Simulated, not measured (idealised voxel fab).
Herein follows the process module entitled voxel released beams.
Xsec cut, 215 nm wide, square cell size 5 nm.
How to read a cross-section here: the picture is a grid of square cells, written as bands going from the top down, and any band can span one or more rows of cells.
Band: top and bottom heights (nm) first, top before bottom; then materials from left to right, widths in nm. "edge to edge" marks a sole material filling the band edge to edge. "air" denotes empty space.
For the purposes of this specification, 0 denotes the height below which the wafer in its as-received condition is composed wholly of one material, and the lowermost band, lacking a lower limit, extends downward without end, as expressed in "from 0 down".
Read "30..40" as a graded width: first number on top, second number at the bottom, same change between each pair of neighbouring rows.
"stayed the same" -> step changed no cross-section cell.
This entry, "Internal closed voids", enumerates those empty regions of no fewer than 8 cells that possess no open connection to the top. Each region is reported in the form width x height at distance, the distance being taken from the left edge, with all three quantities expressed in nm.
What comes after the settings on a step's line is commentary from the simulator itself on that step.
For masked steps, "overlay nm" on the step line gives how far right of plan the mask actually lay; a minus sign means it lay to the left.
Each pair of cross-sections that follows straddles one process step: the one shows the state before the step, the other the state after it, down to the lowest band that changed and no further. The step in question, and its settings, are given under the pair. Note that a pair is not necessarily a continuation of the pair above it, since pairs can come from different runs of this module on the same starting wafer; it is a continuation only where its entry headed "Pre-step" says so.

PRE-STEP
* from 0 down  Si edge to edge
* Internal closed voids: none

RESULTING STRUCTURE
* from 5 to 0  Al2O3 edge to edge
* Everything below 0 is unchanged.
* Internal closed voids: none
Step, pre vs post cross-sections above: CONFORMAL_DEP,material Al2O3,thk nm 5

Pre-step: as in the pair right above, post-step view.

RESULTING STRUCTURE
* from 20 to 5  SiO2 edge to edge
* Everything below 5 is unchanged.
* Internal closed voids: none
Step, pre vs post cross-sections above: DIRECTIONAL_DEP,material SiO2,thk nm 15

Pre-step: as in the pair right above, post-step view.

RESULTING STRUCTURE
* from 35 to 20  aC edge to edge
* Everything below 20 is unchanged.
* Internal closed voids: none
Step, pre vs post cross-sections above: DIRECTIONAL_DEP,material aC,thk nm 15

Pre-step: as in the pair right above, post-step view.

RESULTING STRUCTURE
* from 70 to 35  60 nm resist; 35 nm air; 120 nm resist
* Everything below 35 is unchanged.
* Internal closed voids: none
Step, pre vs post cross-sections above: PATTERN,tone open,mask id ANCHOR,material resist,width nm 35,thk nm 35,overlay nm 0

Pre-step: as in the pair right above, post-step view.

RESULTING STRUCTURE
* from 55 to 35  60 nm resist; 35 nm air; 120 nm resist
* from 35 to 20  60 nm aC; 35 nm air; 120 nm aC
* Everything below 20 is unchanged.
* Internal closed voids: none
Step, pre vs post cross-sections above: DIRECTIONAL_ETCH,etch materials aC,depth nm 15

Pre-step: as in the pair right above, post-step view.

RESULTING STRUCTURE
* from 35 to 20  60 nm aC; 35 nm air; 120 nm aC
* Everything below 20 is unchanged.
* Internal closed voids: none
Step, pre vs post cross-sections above: STRIP,etch materials resist

Pre-step: as in the pair right above, post-step view.

RESULTING STRUCTURE
* from 35 to 20  60 nm aC; 35 nm air; 120 nm aC
* from 20 to 5  60 nm SiO2; 35 nm air; 120 nm SiO2
* Everything below 5 is unchanged.
* Internal closed voids: none
Step, pre vs post cross-sections above: DIRECTIONAL_ETCH,etch materials SiO2,depth nm 15

Pre-step: as in the pair right above, post-step view.

RESULTING STRUCTURE
* from 20 to 5  60 nm SiO2; 35 nm air; 120 nm SiO2
* Everything below 5 is unchanged.
* Internal closed voids: none
Step, pre vs post cross-sections above: STRIP,etch materials aC

Pre-step: as in the pair right above, post-step view.

RESULTING STRUCTURE
* from 35 to 20  75 nm SiN; 5 nm air; 135 nm SiN
* from 20 to 5  60 nm SiO2; 35 nm SiN; 120 nm SiO2
* Everything below 5 is unchanged.
* Internal closed voids: none
Step, pre vs post cross-sections above: CONFORMAL_DEP,material SiN,thk nm 15

Pre-step: as in the pair right above, post-step view.

RESULTING STRUCTURE
* from 50 to 35  55 nm air; 95 nm resist; 65 nm air
* from 35 to 20  75 nm SiN; 5 nm resist; 135 nm SiN
* Everything below 20 is unchanged.
* Internal closed voids: none
Step, pre vs post cross-sections above: PATTERN,tone cover,mask id BEAM,material resist,width nm 95,thk nm 15,overlay nm 0

Pre-step: as in the pair right above, post-step view.

RESULTING STRUCTURE
* from 50 to 35  55 nm air; 95 nm resist; 65 nm air
* from 35 to 20  55 nm air; 20 nm SiN; 5 nm resist; 70 nm SiN; 65 nm air
* Everything below 20 is unchanged.
* Internal closed voids: none
Step, pre vs post cross-sections above: DIRECTIONAL_ETCH,etch materials SiN,depth nm 15

Pre-step: as in the pair right above, post-step view.

RESULTING STRUCTURE
* from 35 to 20  55 nm air; 20 nm SiN; 5 nm air; 70 nm SiN; 65 nm air
* Everything below 20 is unchanged.
* Internal closed voids: none
Step, pre vs post cross-sections above: STRIP,etch materials resist

Pre-step: as in the pair right above, post-step view.

RESULTING STRUCTURE
* from 35 to 20  55 nm air; 20 nm SiN; 5 nm air; 70 nm SiN; 65 nm air
* from 20 to 5  60 nm air; 35 nm SiN; 120 nm air
* Everything below 5 is unchanged.
* Internal closed voids: none
Step, pre vs post cross-sections above: STRIP,etch materials SiO2

PRE-STEP
* from 0 down  Si edge to edge
* Internal closed voids: none

RESULTING STRUCTURE
* from 15 to 0  SiO2 edge to edge
* Everything below 0 is unchanged.
* Internal closed voids: none
Step, pre vs post cross-sections above: DIRECTIONAL_DEP,material SiO2,thk nm 15

Pre-step: as in the pair right above, post-step view.

RESULTING STRUCTURE
* from 30 to 15  aC edge to edge
* Everything below 15 is unchanged.
* Internal closed voids: none
Step, pre vs post cross-sections above: DIRECTIONAL_DEP,material aC,thk nm 15

Pre-step: as in the pair right above, post-step view.

RESULTING STRUCTURE
* from 65 to 30  60 nm resist; 35 nm air; 120 nm resist
* Everything below 30 is unchanged.
* Internal closed voids: none
Step, pre vs post cross-sections above: PATTERN,tone open,mask id ANCHOR,material resist,width nm 35,thk nm 35,overlay nm 0

Pre-step: as in the pair right above, post-step view.

RESULTING STRUCTURE
* from 50 to 30  60 nm resist; 35 nm air; 120 nm resist
* from 30 to 15  60 nm aC; 35 nm air; 120 nm aC
* Everything below 15 is unchanged.
* Internal closed voids: none
Step, pre vs post cross-sections above: DIRECTIONAL_ETCH,etch materials aC,depth nm 15

Pre-step: as in the pair right above, post-step view.

RESULTING STRUCTURE
* from 30 to 15  60 nm aC; 35 nm air; 120 nm aC
* Everything below 15 is unchanged.
* Internal closed voids: none
Step, pre vs post cross-sections above: STRIP,etch materials resist

Pre-step: as in the pair right above, post-step view.

RESULTING STRUCTURE
* from 30 to 15  60 nm aC; 35 nm air; 120 nm aC
* from 15 to 0  60 nm SiO2; 35 nm air; 120 nm SiO2
* Everything below 0 is unchanged.
* Internal closed voids: none
Step, pre vs post cross-sections above: DIRECTIONAL_ETCH,etch materials SiO2,depth nm 15

Pre-step: as in the pair right above, post-step view.

RESULTING STRUCTURE
* from 15 to 0  60 nm SiO2; 35 nm air; 120 nm SiO2
* Everything below 0 is unchanged.
* Internal closed voids: none
Step, pre vs post cross-sections above: STRIP,etch materials aC

Pre-step: as in the pair right above, post-step view.

RESULTING STRUCTURE
* from 30 to 15  75 nm SiN; 5 nm air; 135 nm SiN
* from 15 to 0  60 nm SiO2; 35 nm SiN; 120 nm SiO2
* Everything below 0 is unchanged.
* Internal closed voids: none
Step, pre vs post cross-sections above: CONFORMAL_DEP,material SiN,thk nm 15

Pre-step: as in the pair right above, post-step view.

RESULTING STRUCTURE
* from 45 to 30  55 nm air; 95 nm resist; 65 nm air
* from 30 to 15  75 nm SiN; 5 nm resist; 135 nm SiN
* Everything below 15 is unchanged.
* Internal closed voids: none
Step, pre vs post cross-sections above: PATTERN,tone cover,mask id BEAM,material resist,width nm 95,thk nm 15,overlay nm 0

Pre-step: as in the pair right above, post-step view.

RESULTING STRUCTURE
* from 45 to 30  55 nm air; 95 nm resist; 65 nm air
* from 30 to 15  55 nm air; 20 nm SiN; 5 nm resist; 70 nm SiN; 65 nm air
* Everything below 15 is unchanged.
* Internal closed voids: none
Step, pre vs post cross-sections above: DIRECTIONAL_ETCH,etch materials SiN,depth nm 15

Pre-step: as in the pair right above, post-step view.

RESULTING STRUCTURE
* from 30 to 15  55 nm air; 20 nm SiN; 5 nm air; 70 nm SiN; 65 nm air
* Everything below 15 is unchanged.
* Internal closed voids: none
Step, pre vs post cross-sections above: STRIP,etch materials resist

Pre-step: as in the pair right above, post-step view.

RESULTING STRUCTURE
* from 30 to 15  55 nm air; 20 nm SiN; 5 nm air; 70 nm SiN; 65 nm air
* from 15 to 0  60 nm air; 35 nm SiN; 120 nm air
* Everything below 0 is unchanged.
* Internal closed voids: none
Step, pre vs post cross-sections above: STRIP,etch materials SiO2

PRE-STEP
* from 35 to 20  75 nm SiN; 5 nm air; 135 nm SiN
* from 20 to 5  60 nm SiO2; 35 nm SiN; 120 nm SiO2
* from 5 to 0  Al2O3 edge to edge
* from 0 down  Si edge to edge
* Internal closed voids: none

RESULTING STRUCTURE
* from 50 to 20  SiN edge to edge
* Everything below 20 is unchanged.
* Internal closed voids: none
Step, pre vs post cross-sections above: CONFORMAL_DEP,material SiN,thk nm 15

Pre-step: as in the pair right above, post-step view.

RESULTING STRUCTURE
* from 65 to 50  55 nm air; 95 nm resist; 65 nm air
* Everything below 50 is unchanged.
* Internal closed voids: none
Step, pre vs post cross-sections above: PATTERN,tone cover,mask id BEAM,material resist,width nm 95,thk nm 15,overlay nm 0

Pre-step: as in the pair right above, post-step view.

RESULTING STRUCTURE
* from 65 to 50  55 nm air; 95 nm resist; 65 nm air
* from 50 to 35  55 nm air; 95 nm SiN; 65 nm air
* Everything below 35 is unchanged.
* Internal closed voids: none
Step, pre vs post cross-sections above: DIRECTIONAL_ETCH,etch materials SiN,depth nm 15

Pre-step: as in the pair right above, post-step view.

RESULTING STRUCTURE
* from 50 to 35  55 nm air; 95 nm SiN; 65 nm air
* Everything below 35 is unchanged.
* Internal closed voids: none
Step, pre vs post cross-sections above: STRIP,etch materials resist

PRE-STEP
* from 15 to 0  SiO2 edge to edge
* from 0 down  Si edge to edge
* Internal closed voids: none

RESULTING STRUCTURE
* from 20 to 15  Al2O3 edge to edge
* Everything below 15 is unchanged.
* Internal closed voids: none
Step, pre vs post cross-sections above: CONFORMAL_DEP,material Al2O3,thk nm 5

Pre-step: as in the pair right above, post-step view.

RESULTING STRUCTURE
* from 35 to 20  aC edge to edge
* Everything below 20 is unchanged.
* Internal closed voids: none
Step, pre vs post cross-sections above: DIRECTIONAL_DEP,material aC,thk nm 15

Pre-step: as in the pair right above, post-step view.

RESULTING STRUCTURE
* from 70 to 35  60 nm resist; 35 nm air; 120 nm resist
* Everything below 35 is unchanged.
* Internal closed voids: none
Step, pre vs post cross-sections above: PATTERN,tone open,mask id ANCHOR,material resist,width nm 35,thk nm 35,overlay nm 0

Pre-step: as in the pair right above, post-step view.

RESULTING STRUCTURE
* from 55 to 35  60 nm resist; 35 nm air; 120 nm resist
* from 35 to 20  60 nm aC; 35 nm air; 120 nm aC
* Everything below 20 is unchanged.
* Internal closed voids: none
Step, pre vs post cross-sections above: DIRECTIONAL_ETCH,etch materials aC,depth nm 15

Pre-step: as in the pair right above, post-step view.

RESULTING STRUCTURE
* from 35 to 20  60 nm aC; 35 nm air; 120 nm aC
* Everything below 20 is unchanged.
* Internal closed voids: none
Step, pre vs post cross-sections above: STRIP,etch materials resist

Pre-step: as in the pair right above, post-step view.

RESULTING STRUCTURE
* from 20 to 15  Al2O3 edge to edge
* Everything below 15 is unchanged.
* Internal closed voids: none
Step, pre vs post cross-sections above: STRIP,etch materials aC

Pre-step: as in the pair right above, post-step view.

RESULTING STRUCTURE
* from 35 to 20  SiN edge to edge
* Everything below 20 is unchanged.
* Internal closed voids: none
Step, pre vs post cross-sections above: CONFORMAL_DEP,material SiN,thk nm 15

Pre-step: as in the pair right above, post-step view.

RESULTING STRUCTURE
* from 50 to 35  55 nm air; 95 nm resist; 65 nm air
* Everything below 35 is unchanged.
* Internal closed voids: none
Step, pre vs post cross-sections above: PATTERN,tone cover,mask id BEAM,material resist,width nm 95,thk nm 15,overlay nm 0

Pre-step: as in the pair right above, post-step view.

RESULTING STRUCTURE
* from 50 to 35  55 nm air; 95 nm resist; 65 nm air
* from 35 to 20  55 nm air; 95 nm SiN; 65 nm air
* Everything below 20 is unchanged.
* Internal closed voids: none
Step, pre vs post cross-sections above: DIRECTIONAL_ETCH,etch materials SiN,depth nm 15

Pre-step: as in the pair right above, post-step view.

RESULTING STRUCTURE
* from 35 to 20  55 nm air; 95 nm SiN; 65 nm air
* Everything below 20 is unchanged.
* Internal closed voids: none
Step, pre vs post cross-sections above: STRIP,etch materials resist

PRE-STEP
* from 20 to 5  60 nm SiO2; 35 nm air; 120 nm SiO2
* from 5 to 0  Al2O3 edge to edge
* from 0 down  Si edge to edge
* Internal closed voids: none

RESULTING STRUCTURE
* from 40 to 20  SiN edge to edge
* from 20 to 5  60 nm SiO2; 35 nm SiN; 120 nm SiO2
* Everything below 5 is unchanged.
* Internal closed voids: none
Step, pre vs post cross-sections above: CONFORMAL_DEP,material SiN,thk nm 20

Pre-step: as in the pair right above, post-step view.

RESULTING STRUCTURE
* from 55 to 40  55 nm air; 95 nm resist; 65 nm air
* Everything below 40 is unchanged.
* Internal closed voids: none
Step, pre vs post cross-sections above: PATTERN,tone cover,mask id BEAM,material resist,width nm 95,thk nm 15,overlay nm 0

Pre-step: as in the pair right above, post-step view.

RESULTING STRUCTURE
* from 55 to 40  55 nm air; 95 nm resist; 65 nm air
* from 40 to 25  55 nm air; 95 nm SiN; 65 nm air
* Everything below 25 is unchanged.
* Internal closed voids: none
Step, pre vs post cross-sections above: DIRECTIONAL_ETCH,etch materials SiN,depth nm 15

Pre-step: as in the pair right above, post-step view.

RESULTING STRUCTURE
* from 40 to 25  55 nm air; 95 nm SiN; 65 nm air
* Everything below 25 is unchanged.
* Internal closed voids: none
Step, pre vs post cross-sections above: STRIP,etch materials resist

PRE-STEP
* from 35 to 20  aC edge to edge
* from 20 to 5  SiO2 edge to edge
* from 5 to 0  Al2O3 edge to edge
* from 0 down  Si edge to edge
* Internal closed voids: none

RESULTING STRUCTURE
* from 70 to 35  60 nm resist; 40 nm air; 115 nm resist
* Everything below 35 is unchanged.
* Internal closed voids: none
Step, pre vs post cross-sections above: PATTERN,tone open,mask id ANCHOR,material resist,width nm 40,thk nm 35,overlay nm 0

Pre-step: as in the pair right above, post-step view.

RESULTING STRUCTURE
* from 55 to 35  60 nm resist; 40 nm air; 115 nm resist
* from 35 to 20  60 nm aC; 40 nm air; 115 nm aC
* Everything below 20 is unchanged.
* Internal closed voids: none
Step, pre vs post cross-sections above: DIRECTIONAL_ETCH,etch materials aC,depth nm 15

Pre-step: as in the pair right above, post-step view.

RESULTING STRUCTURE
* from 35 to 20  60 nm aC; 40 nm air; 115 nm aC
* Everything below 20 is unchanged.
* Internal closed voids: none
Step, pre vs post cross-sections above: STRIP,etch materials resist

Pre-step: as in the pair right above, post-step view.

RESULTING STRUCTURE
* from 35 to 20  60 nm aC; 40 nm air; 115 nm aC
* from 20 to 5  60 nm SiO2; 40 nm air; 115 nm SiO2
* Everything below 5 is unchanged.
* Internal closed voids: none
Step, pre vs post cross-sections above: DIRECTIONAL_ETCH,etch materials SiO2,depth nm 15

Pre-step: as in the pair right above, post-step view.

RESULTING STRUCTURE
* from 20 to 5  60 nm SiO2; 40 nm air; 115 nm SiO2
* Everything below 5 is unchanged.
* Internal closed voids: none
Step, pre vs post cross-sections above: STRIP,etch materials aC

Pre-step: as in the pair right above, post-step view.

RESULTING STRUCTURE
* from 35 to 20  75 nm SiN; 10 nm air; 130 nm SiN
* from 20 to 5  60 nm SiO2; 40 nm SiN; 115 nm SiO2
* Everything below 5 is unchanged.
* Internal closed voids: none
Step, pre vs post cross-sections above: CONFORMAL_DEP,material SiN,thk nm 15

Pre-step: as in the pair right above, post-step view.

RESULTING STRUCTURE
* from 50 to 35  55 nm air; 95 nm resist; 65 nm air
* from 35 to 20  75 nm SiN; 10 nm resist; 130 nm SiN
* Everything below 20 is unchanged.
* Internal closed voids: none
Step, pre vs post cross-sections above: PATTERN,tone cover,mask id BEAM,material resist,width nm 95,thk nm 15,overlay nm 0

Pre-step: as in the pair right above, post-step view.

RESULTING STRUCTURE
* from 50 to 35  55 nm air; 95 nm resist; 65 nm air
* from 35 to 20  55 nm air; 20 nm SiN; 10 nm resist; 65 nm SiN; 65 nm air
* Everything below 20 is unchanged.
* Internal closed voids: none
Step, pre vs post cross-sections above: DIRECTIONAL_ETCH,etch materials SiN,depth nm 15

Pre-step: as in the pair right above, post-step view.

RESULTING STRUCTURE
* from 35 to 20  55 nm air; 20 nm SiN; 10 nm air; 65 nm SiN; 65 nm air
* Everything below 20 is unchanged.
* Internal closed voids: none
Step, pre vs post cross-sections above: STRIP,etch materials resist

Pre-step: as in the pair right above, post-step view.

RESULTING STRUCTURE
* from 35 to 20  55 nm air; 20 nm SiN; 10 nm air; 65 nm SiN; 65 nm air
* from 20 to 5  60 nm air; 40 nm SiN; 115 nm air
* Everything below 5 is unchanged.
* Internal closed voids: none
Step, pre vs post cross-sections above: STRIP,etch materials SiO2

PRE-STEP
* from 35 to 20  aC edge to edge
* from 20 to 5  SiO2 edge to edge
* from 5 to 0  Al2O3 edge to edge
* from 0 down  Si edge to edge
* Internal closed voids: none

RESULTING STRUCTURE
* from 70 to 35  65 nm resist; 35 nm air; 115 nm resist
* Everything below 35 is unchanged.
* Internal closed voids: none
Step, pre vs post cross-sections above: PATTERN,tone open,mask id ANCHOR,material resist,width nm 35,thk nm 35,overlay nm 5

Pre-step: as in the pair right above, post-step view.

RESULTING STRUCTURE
* from 55 to 35  65 nm resist; 35 nm air; 115 nm resist
* from 35 to 20  65 nm aC; 35 nm air; 115 nm aC
* Everything below 20 is unchanged.
* Internal closed voids: none
Step, pre vs post cross-sections above: DIRECTIONAL_ETCH,etch materials aC,depth nm 15

Pre-step: as in the pair right above, post-step view.

RESULTING STRUCTURE
* from 35 to 20  65 nm aC; 35 nm air; 115 nm aC
* Everything below 20 is unchanged.
* Internal closed voids: none
Step, pre vs post cross-sections above: STRIP,etch materials resist

Pre-step: as in the pair right above, post-step view.

RESULTING STRUCTURE
* from 35 to 20  65 nm aC; 35 nm air; 115 nm aC
* from 20 to 5  65 nm SiO2; 35 nm air; 115 nm SiO2
* Everything below 5 is unchanged.
* Internal closed voids: none
Step, pre vs post cross-sections above: DIRECTIONAL_ETCH,etch materials SiO2,depth nm 15

Pre-step: as in the pair right above, post-step view.

RESULTING STRUCTURE
* from 20 to 5  65 nm SiO2; 35 nm air; 115 nm SiO2
* Everything below 5 is unchanged.
* Internal closed voids: none
Step, pre vs post cross-sections above: STRIP,etch materials aC

Pre-step: as in the pair right above, post-step view.

RESULTING STRUCTURE
* from 35 to 20  80 nm SiN; 5 nm air; 130 nm SiN
* from 20 to 5  65 nm SiO2; 35 nm SiN; 115 nm SiO2
* Everything below 5 is unchanged.
* Internal closed voids: none
Step, pre vs post cross-sections above: CONFORMAL_DEP,material SiN,thk nm 15

Pre-step: as in the pair right above, post-step view.

RESULTING STRUCTURE
* from 50 to 35  55 nm air; 95 nm resist; 65 nm air
* from 35 to 20  80 nm SiN; 5 nm resist; 130 nm SiN
* Everything below 20 is unchanged.
* Internal closed voids: none
Step, pre vs post cross-sections above: PATTERN,tone cover,mask id BEAM,material resist,width nm 95,thk nm 15,overlay nm 0

Pre-step: as in the pair right above, post-step view.

RESULTING STRUCTURE
* from 50 to 35  55 nm air; 95 nm resist; 65 nm air
* from 35 to 20  55 nm air; 25 nm SiN; 5 nm resist; 65 nm SiN; 65 nm air
* Everything below 20 is unchanged.
* Internal closed voids: none
Step, pre vs post cross-sections above: DIRECTIONAL_ETCH,etch materials SiN,depth nm 15

Pre-step: as in the pair right above, post-step view.

RESULTING STRUCTURE
* from 35 to 20  55 nm air; 25 nm SiN; 5 nm air; 65 nm SiN; 65 nm air
* Everything below 20 is unchanged.
* Internal closed voids: none
Step, pre vs post cross-sections above: STRIP,etch materials resist

Pre-step: as in the pair right above, post-step view.

RESULTING STRUCTURE
* from 35 to 20  55 nm air; 25 nm SiN; 5 nm air; 65 nm SiN; 65 nm air
* from 20 to 5  65 nm air; 35 nm SiN; 115 nm air
* Everything below 5 is unchanged.
* Internal closed voids: none
Step, pre vs post cross-sections above: STRIP,etch materials SiO2

PRE-STEP
* from 20 to 5  60 nm SiO2; 35 nm air; 120 nm SiO2
* from 5 to 0  Al2O3 edge to edge
* from 0 down  Si edge to edge
* Internal closed voids: none

RESULTING STRUCTURE
* from 35 to 20  75 nm Al2O3; 5 nm air; 135 nm Al2O3
* from 20 to 5  60 nm SiO2; 35 nm Al2O3; 120 nm SiO2
* Everything below 5 is unchanged.
* Internal closed voids: none
Step, pre vs post cross-sections above: CONFORMAL_DEP,material Al2O3,thk nm 15

Pre-step: as in the pair right above, post-step view.

RESULTING STRUCTURE
* from 50 to 35  55 nm air; 95 nm resist; 65 nm air
* from 35 to 20  75 nm Al2O3; 5 nm resist; 135 nm Al2O3
* Everything below 20 is unchanged.
* Internal closed voids: none
Step, pre vs post cross-sections above: PATTERN,tone cover,mask id BEAM,material resist,width nm 95,thk nm 15,overlay nm 0

Pre-step: as in the pair right above, post-step view.

RESULTING STRUCTURE
* from 35 to 20  75 nm Al2O3; 5 nm air; 135 nm Al2O3
* Everything below 20 is unchanged.
* Internal closed voids: none
Step, pre vs post cross-sections above: STRIP,etch materials resist

PRE-STEP
* from 35 to 20  aC edge to edge
* from 20 to 5  SiO2 edge to edge
* from 5 to 0  Al2O3 edge to edge
* from 0 down  Si edge to edge
* Internal closed voids: none

RESULTING STRUCTURE
* from 70 to 35  60 nm air; 35 nm resist; 120 nm air
* Everything below 35 is unchanged.
* Internal closed voids: none
Step, pre vs post cross-sections above: PATTERN,tone cover,mask id ANCHOR,material resist,width nm 35,thk nm 35,overlay nm 0

Pre-step: as in the pair right above, post-step view.

RESULTING STRUCTURE
* from 55 to 35  60 nm air; 35 nm resist; 120 nm air
* from 35 to 20  60 nm air; 35 nm aC; 120 nm air
* Everything below 20 is unchanged.
* Internal closed voids: none
Step, pre vs post cross-sections above: DIRECTIONAL_ETCH,etch materials aC,depth nm 15

Pre-step: as in the pair right above, post-step view.

RESULTING STRUCTURE
* from 35 to 20  60 nm air; 35 nm aC; 120 nm air
* Everything below 20 is unchanged.
* Internal closed voids: none
Step, pre vs post cross-sections above: STRIP,etch materials resist

Pre-step: as in the pair right above, post-step view.

RESULTING STRUCTURE
* from 35 to 20  60 nm air; 35 nm aC; 120 nm air
* from 20 to 5  60 nm air; 35 nm SiO2; 120 nm air
* Everything below 5 is unchanged.
* Internal closed voids: none
Step, pre vs post cross-sections above: DIRECTIONAL_ETCH,etch materials SiO2,depth nm 15

Pre-step: as in the pair right above, post-step view.

RESULTING STRUCTURE
* from 20 to 5  60 nm air; 35 nm SiO2; 120 nm air
* Everything below 5 is unchanged.
* Internal closed voids: none
Step, pre vs post cross-sections above: STRIP,etch materials aC

Pre-step: as in the pair right above, post-step view.

RESULTING STRUCTURE
* from 35 to 20  45 nm air; 65 nm SiN; 105 nm air
* from 20 to 5  60 nm SiN; 35 nm SiO2; 120 nm SiN
* Everything below 5 is unchanged.
* Internal closed voids: none
Step, pre vs post cross-sections above: CONFORMAL_DEP,material SiN,thk nm 15

Pre-step: as in the pair right above, post-step view.

RESULTING STRUCTURE
* from 50 to 35  55 nm air; 95 nm resist; 65 nm air
* from 35 to 20  45 nm air; 65 nm SiN; 40 nm resist; 65 nm air
* Everything below 20 is unchanged.
* Internal closed voids: none
Step, pre vs post cross-sections above: PATTERN,tone cover,mask id BEAM,material resist,width nm 95,thk nm 15,overlay nm 0

Pre-step: as in the pair right above, post-step view.

RESULTING STRUCTURE
* from 50 to 35  55 nm air; 95 nm resist; 65 nm air
* from 35 to 20  55 nm air; 55 nm SiN; 40 nm resist; 65 nm air
* from 20 to 5  45 nm air; 15 nm SiN; 35 nm SiO2; 55 nm SiN; 65 nm air
* Everything below 5 is unchanged.
* Internal closed voids: none
Step, pre vs post cross-sections above: DIRECTIONAL_ETCH,etch materials SiN,depth nm 15

Pre-step: as in the pair right above, post-step view.

RESULTING STRUCTURE
* from 35 to 20  55 nm air; 55 nm SiN; 105 nm air
* Everything below 20 is unchanged.
* Internal closed voids: none
Step, pre vs post cross-sections above: STRIP,etch materials resist
